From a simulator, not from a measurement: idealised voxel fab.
Presented below is a process module, voxel air gaps.
The figure presents cross-section cut, which has a width of 175 nm and is divided into square cells with an edge length of 5 nm.
A cross-section in this document is a grid of square cells, and it is written down as bands, the top band listed before the ones below it; a band is made up of one or more rows of cells. Quick guide to a band line: top height, bottom height (nm) up front; then every material left to right with its width in nm. Only one material and it's marked "everywhere"? Then it fills the band edge to edge. And "blank" just means empty space. All heights in this document are referenced to 0, defined as the level beneath which the wafer, as received, consists entirely of one material. The lowest band is not bounded below; it extends indefinitely downward and is written in the form "0 and below". Width "30..40": first value at the band's top row of cells, second value at its bottom row, equal change from row to row. Key: "stayed the same" - step with no changed cell in the cross-section. The label "Voids, enclosed" introduces a list of the empty spaces, 8 cells or larger, that have no open way up to the top; each entry in it reads width x height at distance, where the distance is taken from the left edge and all three are stated in nm. The remark found on a step's line after its settings is issued by the simulator itself and pertains to that step. overlay nm: step with mask; distance mask lay right of planned place; negative value = left of planned place.
## These are the steps we planned for the process
step 1: RECEIVE, material Si
step 2: CONFORMAL_DEP, material SiO2, thk nm 10
step 3: CONFORMAL_DEP, material SiCN, thk nm 5
step 4: DIRECTIONAL_DEP, material lowk, thk nm 40
step 5: DIRECTIONAL_DEP, material aC, thk nm 15
step 6: PATTERN, tone open, mask id LINES, material resist, width nm 15, pitch nm 40, thk nm 30, overlay nm 0
step 7: DIRECTIONAL_ETCH, etch materials aC, depth nm 15
step 8: STRIP, etch materials resist
step 9: DIRECTIONAL_ETCH, etch materials lowk, depth nm 40
step 10: STRIP, etch materials aC
step 11: CONFORMAL_DEP, material TiN, thk nm 5
step 12: FILL_DEP, material W, thk nm 5
step 13: CMP, height nm 55
step 14: EPI, material Ru, thk nm 10
step 15: SELECTIVE_ETCH, etch materials lowk, depth nm 50
step 16: CONFORMAL_DEP, material SiCN, thk nm 5
## Cross-section: wafer on arrival = after step 1
0 and below | Si everywhere
Voids, enclosed: none
## Run as planned - first of the two wafers cross-sectioned at the end of the module
70 down to 65 | blank: 5, SiCN: 165, blank: 5
65 down to 55 | blank: 5, SiCN: 5, Ru: 35, SiCN: 5, Ru: 35, SiCN: 5, Ru: 35, SiCN: 5, Ru: 35, SiCN: 5, blank: 5
55 down to 50 | blank: 5, SiCN: 15, TiN: 5, W: 5, TiN: 5, SiCN: 25, TiN: 5, W: 5, TiN: 5, SiCN: 25, TiN: 5, W: 5, TiN: 5, SiCN: 25, TiN: 5, W: 5, TiN: 5, SiCN: 15, blank: 5
50 down to 20 | blank: 15, SiCN: 5, TiN: 5, W: 5, TiN: 5, SiCN: 5, blank: 15, SiCN: 5, TiN: 5, W: 5, TiN: 5, SiCN: 5, blank: 15, SiCN: 5, TiN: 5, W: 5, TiN: 5, SiCN: 5, blank: 15, SiCN: 5, TiN: 5, W: 5, TiN: 5, SiCN: 5, blank: 15
20 down to 15 | SiCN: 20, TiN: 15, SiCN: 25, TiN: 15, SiCN: 25, TiN: 15, SiCN: 25, TiN: 15, SiCN: 20
15 down to 10 | SiCN everywhere
10 down to 0 | SiO2 everywhere
0 and below | Si everywhere
Voids, enclosed: 15 x 30 at 40; 15 x 30 at 80; 15 x 30 at 120
## What the second wafer looks like in cross-section once the module is done. Its start and its plan matched the first wafer's exactly; what differed was one mistake in how it was run
70 down to 65 | blank: 5, lowk: 165, blank: 5
65 down to 55 | blank: 5, lowk: 5, Ru: 35, lowk: 5, Ru: 35, lowk: 5, Ru: 35, lowk: 5, Ru: 35, lowk: 5, blank: 5
55 down to 50 | blank: 5, lowk: 15, TiN: 5, W: 5, TiN: 5, lowk: 25, TiN: 5, W: 5, TiN: 5, lowk: 25, TiN: 5, W: 5, TiN: 5, lowk: 25, TiN: 5, W: 5, TiN: 5, lowk: 15, blank: 5
50 down to 20 | blank: 15, lowk: 5, TiN: 5, W: 5, TiN: 5, lowk: 5, blank: 15, lowk: 5, TiN: 5, W: 5, TiN: 5, lowk: 5, blank: 15, lowk: 5, TiN: 5, W: 5, TiN: 5, lowk: 5, blank: 15, lowk: 5, TiN: 5, W: 5, TiN: 5, lowk: 5, blank: 15
20 down to 15 | lowk: 20, TiN: 15, lowk: 25, TiN: 15, lowk: 25, TiN: 15, lowk: 25, TiN: 15, lowk: 20
15 down to 10 | SiCN everywhere
10 down to 0 | SiO2 everywhere
0 and below | Si everywhere
Voids, enclosed: 15 x 30 at 40; 15 x 30 at 80; 15 x 30 at 120
Heads up, the wafer didn't run the way we planned it: step 16 went in with a setting other than planned; the actual run was CONFORMAL_DEP, material lowk, thk nm 5
Wafer comparison, final, in cells, second relative to first, materials more or fewer: SiCN: 135 fewer; lowk: 135 more
